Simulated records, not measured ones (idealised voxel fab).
The process module that follows is named voxel air gaps.
Pictured: cross-section cut, 215 nm wide, on a grid of 5 nm square cells.
In this document a cross-section is written as a grid of square cells. It is given as a series of bands, listed from the top down, and a band is one or more rows of cells. Basically the band line says how high the top is and how high the bottom is, in nm, and then what's in it from left to right, every material with its width in nm. Empty space shows up as "blank", and if a single material carries "all across" it runs the full band edge to edge. Below 0: as-received wafer, all one material; heights counted from there. Lowest band: no bottom, goes on down, written "z 0 and below". Per-row width for "30 to 40": begins at first number (top row of band), ends at second number (bottom row), increment between rows held constant. You'll sometimes find "no change occurred" written for a step, and that's the way of saying that nowhere in the cross-section did a cell change during that step. "Cavities, closed" specifies each empty space that is not open to the top and that occupies no fewer than 8 cells, using the form width x height at distance, the distance measured from the left edge and all three quantities in nm. On a step's line, text after the settings is the simulator commenting on that step. overlay nm: step with mask; distance mask lay right of planned place; negative value = left of planned place. If you're wondering how to read the rest of this, here's the deal. It's pairs of cross-sections: one from before a process step, one from after it. The after one is only drawn as far down as the lowest band that changed. Right under each pair you'll see which step sits between them and what its settings were. Don't read the pairs as one continuous story, though. They can come from different runs of this module on the same starting wafer, and a pair only carries on from the one above it where its entry headed "Pre-step" says so.
### Pre-step
- z 65 to 55 | 40 aC, then 20 blank, then 25 aC, then 20 blank, then 25 aC, then 20 blank, then 25 aC, then 20 blank, then 20 aC
- z 55 to 15 | SiO2 all across
- z 15 to 10 | SiN all across
- z 10 to 0 | SiO2 all across
- z 0 and below | Si all across
- Cavities, closed: none
### Resulting Cross-Section
- z 65 to 55 | 40 aC, then 20 blank, then 25 aC, then 20 blank, then 25 aC, then 20 blank, then 25 aC, then 20 blank, then 20 aC
- z 55 to 15 | 40 SiO2, then 20 blank, then 25 SiO2, then 20 blank, then 25 SiO2, then 20 blank, then 25 SiO2, then 20 blank, then 20 SiO2
- Whatever lies below 15 is exactly as it was before.
- Cavities, closed: none
In between the cross-sections above, the run called for DIRECTIONAL_ETCH,etch materials SiO2,depth nm 40
Pre-step: per the after cross-section of the pair just above.
### Resulting Cross-Section
- z 55 to 15 | 40 SiO2, then 20 blank, then 25 SiO2, then 20 blank, then 25 SiO2, then 20 blank, then 25 SiO2, then 20 blank, then 20 SiO2
- Whatever lies below 15 is exactly as it was before.
- Cavities, closed: none
In between the cross-sections above, the run called for STRIP,etch materials aC
Pre-step: per the after cross-section of the pair just above.
### Resulting Cross-Section
- z 60 to 55 | 45 TiN, then 10 blank, then 35 TiN, then 10 blank, then 35 TiN, then 10 blank, then 35 TiN, then 10 blank, then 25 TiN
- z 55 to 20 | 40 SiO2, then 5 TiN, then 10 blank, then 5 TiN, then 25 SiO2, then 5 TiN, then 10 blank, then 5 TiN, then 25 SiO2, then 5 TiN, then 10 blank, then 5 TiN, then 25 SiO2, then 5 TiN, then 10 blank, then 5 TiN, then 20 SiO2
- z 20 to 15 | 40 SiO2, then 20 TiN, then 25 SiO2, then 20 TiN, then 25 SiO2, then 20 TiN, then 25 SiO2, then 20 TiN, then 20 SiO2
- Whatever lies below 15 is exactly as it was before.
- Cavities, closed: none
In between the cross-sections above, the run called for CONFORMAL_DEP,material TiN,thk nm 5
Pre-step: per the after cross-section of the pair just above.
### Resulting Cross-Section
- z 65 to 60 | Ru all across
- z 60 to 55 | 45 TiN, then 10 Ru, then 35 TiN, then 10 Ru, then 35 TiN, then 10 Ru, then 35 TiN, then 10 Ru, then 25 TiN
- z 55 to 20 | 40 SiO2, then 5 TiN, then 10 Ru, then 5 TiN, then 25 SiO2, then 5 TiN, then 10 Ru, then 5 TiN, then 25 SiO2, then 5 TiN, then 10 Ru, then 5 TiN, then 25 SiO2, then 5 TiN, then 10 Ru, then 5 TiN, then 20 SiO2
- Whatever lies below 20 is exactly as it was before.
- Cavities, closed: none
In between the cross-sections above, the run called for FILL_DEP,material Ru,thk nm 5
Pre-step: per the after cross-section of the pair just above.
### Resulting Cross-Section
- z 55 to 20 | 40 SiO2, then 5 TiN, then 10 Ru, then 5 TiN, then 25 SiO2, then 5 TiN, then 10 Ru, then 5 TiN, then 25 SiO2, then 5 TiN, then 10 Ru, then 5 TiN, then 25 SiO2, then 5 TiN, then 10 Ru, then 5 TiN, then 20 SiO2
- Whatever lies below 20 is exactly as it was before.
- Cavities, closed: none
In between the cross-sections above, the run called for CMP,height nm 55
Pre-step: per the after cross-section of the pair just above.
### Resulting Cross-Section
- z 65 to 55 | 30 blank, then 40 Ru, then 5 blank, then 40 Ru, then 5 blank, then 40 Ru, then 5 blank, then 40 Ru, then 10 blank
- Whatever lies below 55 is exactly as it was before.
- Cavities, closed: none
In between the cross-sections above, the run called for EPI,material Ru,thk nm 10
Pre-step: per the after cross-section of the pair just above.
### Resulting Cross-Section
- z 65 to 55 | 30 blank, then 40 Ru, then 5 blank, then 40 Ru, then 5 blank, then 40 Ru, then 5 blank, then 40 Ru, then 10 blank
- z 55 to 20 | 40 blank, then 5 TiN, then 10 Ru, then 5 TiN, then 25 blank, then 5 TiN, then 10 Ru, then 5 TiN, then 25 blank, then 5 TiN, then 10 Ru, then 5 TiN, then 25 blank, then 5 TiN, then 10 Ru, then 5 TiN, then 20 blank
- z 20 to 15 | 40 blank, then 20 TiN, then 25 blank, then 20 TiN, then 25 blank, then 20 TiN, then 25 blank, then 20 TiN, then 20 blank
- Whatever lies below 15 is exactly as it was before.
- Cavities, closed: none
In between the cross-sections above, the run called for SELECTIVE_ETCH,etch materials SiO2,depth nm 50
Pre-step: per the after cross-section of the pair just above.
### Resulting Cross-Section
- z 70 to 65 | 25 blank, then 185 SiN, then 5 blank
- z 65 to 55 | 25 blank, then 5 SiN, then 40 Ru, then 5 SiN, then 40 Ru, then 5 SiN, then 40 Ru, then 5 SiN, then 40 Ru, then 5 SiN, then 5 blank
- z 55 to 50 | 25 blank, then 15 SiN, then 5 TiN, then 10 Ru, then 5 TiN, then 25 SiN, then 5 TiN, then 10 Ru, then 5 TiN, then 25 SiN, then 5 TiN, then 10 Ru, then 5 TiN, then 25 SiN, then 5 TiN, then 10 Ru, then 5 TiN, then 15 SiN, then 5 blank
- z 50 to 20 | 35 blank, then 5 SiN, then 5 TiN, then 10 Ru, then 5 TiN, then 5 SiN, then 15 blank, then 5 SiN, then 5 TiN, then 10 Ru, then 5 TiN, then 5 SiN, then 15 blank, then 5 SiN, then 5 TiN, then 10 Ru, then 5 TiN, then 5 SiN, then 15 blank, then 5 SiN, then 5 TiN, then 10 Ru, then 5 TiN, then 5 SiN, then 15 blank
- z 20 to 15 | 40 SiN, then 20 TiN, then 25 SiN, then 20 TiN, then 25 SiN, then 20 TiN, then 25 SiN, then 20 TiN, then 20 SiN
- Whatever lies below 15 is exactly as it was before.
- Cavities, closed: 15 x 30 at 65; 15 x 30 at 110; 15 x 30 at 155
In between the cross-sections above, the run called for CONFORMAL_DEP,material SiN,thk nm 5
### Pre-step
- z 0 and below | Si all across
- Cavities, closed: none
### Resulting Cross-Section
- z 10 to 0 | aC all across
- Whatever lies below 0 is exactly as it was before.
- Cavities, closed: none
In between the cross-sections above, the run called for CONFORMAL_DEP,material aC,thk nm 10
Pre-step: per the after cross-section of the pair just above.
### Resulting Cross-Section
- z 15 to 10 | SiN all across
- Whatever lies below 10 is exactly as it was before.
- Cavities, closed: none
In between the cross-sections above, the run called for CONFORMAL_DEP,material SiN,thk nm 5
Pre-step: per the after cross-section of the pair just above.
### Resulting Cross-Section
- z 55 to 15 | SiO2 all across
- Whatever lies below 15 is exactly as it was before.
- Cavities, closed: none
In between the cross-sections above, the run called for DIRECTIONAL_DEP,material SiO2,thk nm 40
Pre-step: per the after cross-section of the pair just above.
### Resulting Cross-Section
- z 65 to 55 | aC all across
- Whatever lies below 55 is exactly as it was before.
- Cavities, closed: none
In between the cross-sections above, the run called for DIRECTIONAL_DEP,material aC,thk nm 10
Pre-step: per the after cross-section of the pair just above.
### Resulting Cross-Section
- z 90 to 65 | 30 resist, then 20 blank, then 25 resist, then 20 blank, then 25 resist, then 20 blank, then 25 resist, then 20 blank, then 30 resist
- Whatever lies below 65 is exactly as it was before.
- Cavities, closed: none
In between the cross-sections above, the run called for PATTERN,tone open,mask id LINES,material resist,width nm 20,pitch nm 45,thk nm 25,overlay nm 0
Pre-step: per the after cross-section of the pair just above.
### Resulting Cross-Section
- z 80 to 65 | 30 resist, then 20 blank, then 25 resist, then 20 blank, then 25 resist, then 20 blank, then 25 resist, then 20 blank, then 30 resist
- z 65 to 55 | 30 aC, then 20 blank, then 25 aC, then 20 blank, then 25 aC, then 20 blank, then 25 aC, then 20 blank, then 30 aC
- Whatever lies below 55 is exactly as it was before.
- Cavities, closed: none
In between the cross-sections above, the run called for DIRECTIONAL_ETCH,etch materials aC,depth nm 10
Pre-step: per the after cross-section of the pair just above.
### Resulting Cross-Section
- z 65 to 55 | 30 aC, then 20 blank, then 25 aC, then 20 blank, then 25 aC, then 20 blank, then 25 aC, then 20 blank, then 30 aC
- Whatever lies below 55 is exactly as it was before.
- Cavities, closed: none
In between the cross-sections above, the run called for STRIP,etch materials resist
Pre-step: per the after cross-section of the pair just above.
### Resulting Cross-Section
- z 65 to 55 | 30 aC, then 20 blank, then 25 aC, then 20 blank, then 25 aC, then 20 blank, then 25 aC, then 20 blank, then 30 aC
- z 55 to 15 | 30 SiO2, then 20 blank, then 25 SiO2, then 20 blank, then 25 SiO2, then 20 blank, then 25 SiO2, then 20 blank, then 30 SiO2
- Whatever lies below 15 is exactly as it was before.
- Cavities, closed: none
In between the cross-sections above, the run called for DIRECTIONAL_ETCH,etch materials SiO2,depth nm 40
Pre-step: per the after cross-section of the pair just above.
### Resulting Cross-Section
- z 55 to 15 | 30 SiO2, then 20 blank, then 25 SiO2, then 20 blank, then 25 SiO2, then 20 blank, then 25 SiO2, then 20 blank, then 30 SiO2
- Whatever lies below 15 is exactly as it was before.
- Cavities, closed: none
In between the cross-sections above, the run called for STRIP,etch materials aC
Pre-step: per the after cross-section of the pair just above.
### Resulting Cross-Section
- z 60 to 55 | 35 TiN, then 10 blank, then 35 TiN, then 10 blank, then 35 TiN, then 10 blank, then 35 TiN, then 10 blank, then 35 TiN
- z 55 to 20 | 30 SiO2, then 5 TiN, then 10 blank, then 5 TiN, then 25 SiO2, then 5 TiN, then 10 blank, then 5 TiN, then 25 SiO2, then 5 TiN, then 10 blank, then 5 TiN, then 25 SiO2, then 5 TiN, then 10 blank, then 5 TiN, then 30 SiO2
- z 20 to 15 | 30 SiO2, then 20 TiN, then 25 SiO2, then 20 TiN, then 25 SiO2, then 20 TiN, then 25 SiO2, then 20 TiN, then 30 SiO2
- Whatever lies below 15 is exactly as it was before.
- Cavities, closed: none
In between the cross-sections above, the run called for CONFORMAL_DEP,material TiN,thk nm 5
Pre-step: per the after cross-section of the pair just above.
### Resulting Cross-Section
- z 65 to 60 | Ru all across
- z 60 to 55 | 35 TiN, then 10 Ru, then 35 TiN, then 10 Ru, then 35 TiN, then 10 Ru, then 35 TiN, then 10 Ru, then 35 TiN
- z 55 to 20 | 30 SiO2, then 5 TiN, then 10 Ru, then 5 TiN, then 25 SiO2, then 5 TiN, then 10 Ru, then 5 TiN, then 25 SiO2, then 5 TiN, then 10 Ru, then 5 TiN, then 25 SiO2, then 5 TiN, then 10 Ru, then 5 TiN, then 30 SiO2
- Whatever lies below 20 is exactly as it was before.
- Cavities, closed: none
In between the cross-sections above, the run called for FILL_DEP,material Ru,thk nm 5
Pre-step: per the after cross-section of the pair just above.
### Resulting Cross-Section
- z 55 to 20 | 30 SiO2, then 5 TiN, then 10 Ru, then 5 TiN, then 25 SiO2, then 5 TiN, then 10 Ru, then 5 TiN, then 25 SiO2, then 5 TiN, then 10 Ru, then 5 TiN, then 25 SiO2, then 5 TiN, then 10 Ru, then 5 TiN, then 30 SiO2
- Whatever lies below 20 is exactly as it was before.
- Cavities, closed: none
In between the cross-sections above, the run called for CMP,height nm 55
Pre-step: per the after cross-section of the pair just above.
### Resulting Cross-Section
- z 65 to 55 | 20 blank, then 40 Ru, then 5 blank, then 40 Ru, then 5 blank, then 40 Ru, then 5 blank, then 40 Ru, then 20 blank
- Whatever lies below 55 is exactly as it was before.
- Cavities, closed: none
In between the cross-sections above, the run called for EPI,material Ru,thk nm 10
Pre-step: per the after cross-section of the pair just above.
### Resulting Cross-Section
- z 65 to 55 | 20 blank, then 40 Ru, then 5 blank, then 40 Ru, then 5 blank, then 40 Ru, then 5 blank, then 40 Ru, then 20 blank
- z 55 to 20 | 30 blank, then 5 TiN, then 10 Ru, then 5 TiN, then 25 blank, then 5 TiN, then 10 Ru, then 5 TiN, then 25 blank, then 5 TiN, then 10 Ru, then 5 TiN, then 25 blank, then 5 TiN, then 10 Ru, then 5 TiN, then 30 blank
- z 20 to 15 | 30 blank, then 20 TiN, then 25 blank, then 20 TiN, then 25 blank, then 20 TiN, then 25 blank, then 20 TiN, then 30 blank
- Whatever lies below 15 is exactly as it was before.
- Cavities, closed: none
In between the cross-sections above, the run called for SELECTIVE_ETCH,etch materials SiO2,depth nm 50
Pre-step: per the after cross-section of the pair just above.
### Resulting Cross-Section
- z 70 to 65 | 15 blank, then 185 SiN, then 15 blank
- z 65 to 55 | 15 blank, then 5 SiN, then 40 Ru, then 5 SiN, then 40 Ru, then 5 SiN, then 40 Ru, then 5 SiN, then 40 Ru, then 5 SiN, then 15 blank
- z 55 to 50 | 15 blank, then 15 SiN, then 5 TiN, then 10 Ru, then 5 TiN, then 25 SiN, then 5 TiN, then 10 Ru, then 5 TiN, then 25 SiN, then 5 TiN, then 10 Ru, then 5 TiN, then 25 SiN, then 5 TiN, then 10 Ru, then 5 TiN, then 15 SiN, then 15 blank
- z 50 to 20 | 25 blank, then 5 SiN, then 5 TiN, then 10 Ru, then 5 TiN, then 5 SiN, then 15 blank, then 5 SiN, then 5 TiN, then 10 Ru, then 5 TiN, then 5 SiN, then 15 blank, then 5 SiN, then 5 TiN, then 10 Ru, then 5 TiN, then 5 SiN, then 15 blank, then 5 SiN, then 5 TiN, then 10 Ru, then 5 TiN, then 5 SiN, then 25 blank
- z 20 to 15 | 30 SiN, then 20 TiN, then 25 SiN, then 20 TiN, then 25 SiN, then 20 TiN, then 25 SiN, then 20 TiN, then 30 SiN
- Whatever lies below 15 is exactly as it was before.
- Cavities, closed: 15 x 30 at 55; 15 x 30 at 100; 15 x 30 at 145
In between the cross-sections above, the run called for CONFORMAL_DEP,material SiN,thk nm 5
### Pre-step
- z 65 to 55 | aC all across
- z 55 to 15 | SiO2 all across
- z 15 to 10 | SiN all across
- z 10 to 0 | SiO2 all across
- z 0 and below | Si all across
- Cavities, closed: none
### Resulting Cross-Section
- z 90 to 65 | 30 blank, then 20 resist, then 25 blank, then 20 resist, then 25 blank, then 20 resist, then 25 blank, then 20 resist, then 30 blank
- Whatever lies below 65 is exactly as it was before.
- Cavities, closed: none
In between the cross-sections above, the run called for PATTERN,tone cover,mask id LINES,material resist,width nm 20,pitch nm 45,thk nm 25,overlay nm 0
Pre-step: per the after cross-section of the pair just above.
### Resulting Cross-Section
- z 80 to 65 | 30 blank, then 20 resist, then 25 blank, then 20 resist, then 25 blank, then 20 resist, then 25 blank, then 20 resist, then 30 blank
- z 65 to 55 | 30 blank, then 20 aC, then 25 blank, then 20 aC, then 25 blank, then 20 aC, then 25 blank, then 20 aC, then 30 blank
- Whatever lies below 55 is exactly as it was before.
- Cavities, closed: none
In between the cross-sections above, the run called for DIRECTIONAL_ETCH,etch materials aC,depth nm 10
Pre-step: per the after cross-section of the pair just above.
### Resulting Cross-Section
- z 65 to 55 | 30 blank, then 20 aC, then 25 blank, then 20 aC, then 25 blank, then 20 aC, then 25 blank, then 20 aC, then 30 blank
- Whatever lies below 55 is exactly as it was before.
- Cavities, closed: none
In between the cross-sections above, the run called for STRIP,etch materials resist
Pre-step: per the after cross-section of the pair just above.
### Resulting Cross-Section
- z 65 to 55 | 30 blank, then 20 aC, then 25 blank, then 20 aC, then 25 blank, then 20 aC, then 25 blank, then 20 aC, then 30 blank
- z 55 to 15 | 30 blank, then 20 SiO2, then 25 blank, then 20 SiO2, then 25 blank, then 20 SiO2, then 25 blank, then 20 SiO2, then 30 blank
- Whatever lies below 15 is exactly as it was before.
- Cavities, closed: none
In between the cross-sections above, the run called for DIRECTIONAL_ETCH,etch materials SiO2,depth nm 40
Pre-step: per the after cross-section of the pair just above.
### Resulting Cross-Section
- z 55 to 15 | 30 blank, then 20 SiO2, then 25 blank, then 20 SiO2, then 25 blank, then 20 SiO2, then 25 blank, then 20 SiO2, then 30 blank
- Whatever lies below 15 is exactly as it was before.
- Cavities, closed: none
In between the cross-sections above, the run called for STRIP,etch materials aC
Pre-step: per the after cross-section of the pair just above.
### Resulting Cross-Section
- z 60 to 55 | 25 blank, then 30 TiN, then 15 blank, then 30 TiN, then 15 blank, then 30 TiN, then 15 blank, then 30 TiN, then 25 blank
- z 55 to 20 | 25 blank, then 5 TiN, then 20 SiO2, then 5 TiN, then 15 blank, then 5 TiN, then 20 SiO2, then 5 TiN, then 15 blank, then 5 TiN, then 20 SiO2, then 5 TiN, then 15 blank, then 5 TiN, then 20 SiO2, then 5 TiN, then 25 blank
- z 20 to 15 | 30 TiN, then 20 SiO2, then 25 TiN, then 20 SiO2, then 25 TiN, then 20 SiO2, then 25 TiN, then 20 SiO2, then 30 TiN
- Whatever lies below 15 is exactly as it was before.
- Cavities, closed: none
In between the cross-sections above, the run called for CONFORMAL_DEP,material TiN,thk nm 5
Pre-step: per the after cross-section of the pair just above.
### Resulting Cross-Section
- z 65 to 60 | Ru all across
- z 60 to 55 | 25 Ru, then 30 TiN, then 15 Ru, then 30 TiN, then 15 Ru, then 30 TiN, then 15 Ru, then 30 TiN, then 25 Ru
- z 55 to 20 | 25 Ru, then 5 TiN, then 20 SiO2, then 5 TiN, then 15 Ru, then 5 TiN, then 20 SiO2, then 5 TiN, then 15 Ru, then 5 TiN, then 20 SiO2, then 5 TiN, then 15 Ru, then 5 TiN, then 20 SiO2, then 5 TiN, then 25 Ru
- Whatever lies below 20 is exactly as it was before.
- Cavities, closed: none
In between the cross-sections above, the run called for FILL_DEP,material Ru,thk nm 5
Pre-step: per the after cross-section of the pair just above.
### Resulting Cross-Section
- z 55 to 20 | 25 Ru, then 5 TiN, then 20 SiO2, then 5 TiN, then 15 Ru, then 5 TiN, then 20 SiO2, then 5 TiN, then 15 Ru, then 5 TiN, then 20 SiO2, then 5 TiN, then 15 Ru, then 5 TiN, then 20 SiO2, then 5 TiN, then 25 Ru
- Whatever lies below 20 is exactly as it was before.
- Cavities, closed: none
In between the cross-sections above, the run called for CMP,height nm 55
Pre-step: per the after cross-section of the pair just above.
### Resulting Cross-Section
- z 65 to 55 | Ru all across
- Whatever lies below 55 is exactly as it was before.
- Cavities, closed: none
In between the cross-sections above, the run called for EPI,material Ru,thk nm 10
Pre-step: per the after cross-section of the pair just above.
### Resulting Cross-Section
- z 70 to 65 | SiN all across
- Whatever lies below 65 is exactly as it was before.
- Cavities, closed: none
In between the cross-sections above, the run called for CONFORMAL_DEP,material SiN,thk nm 5
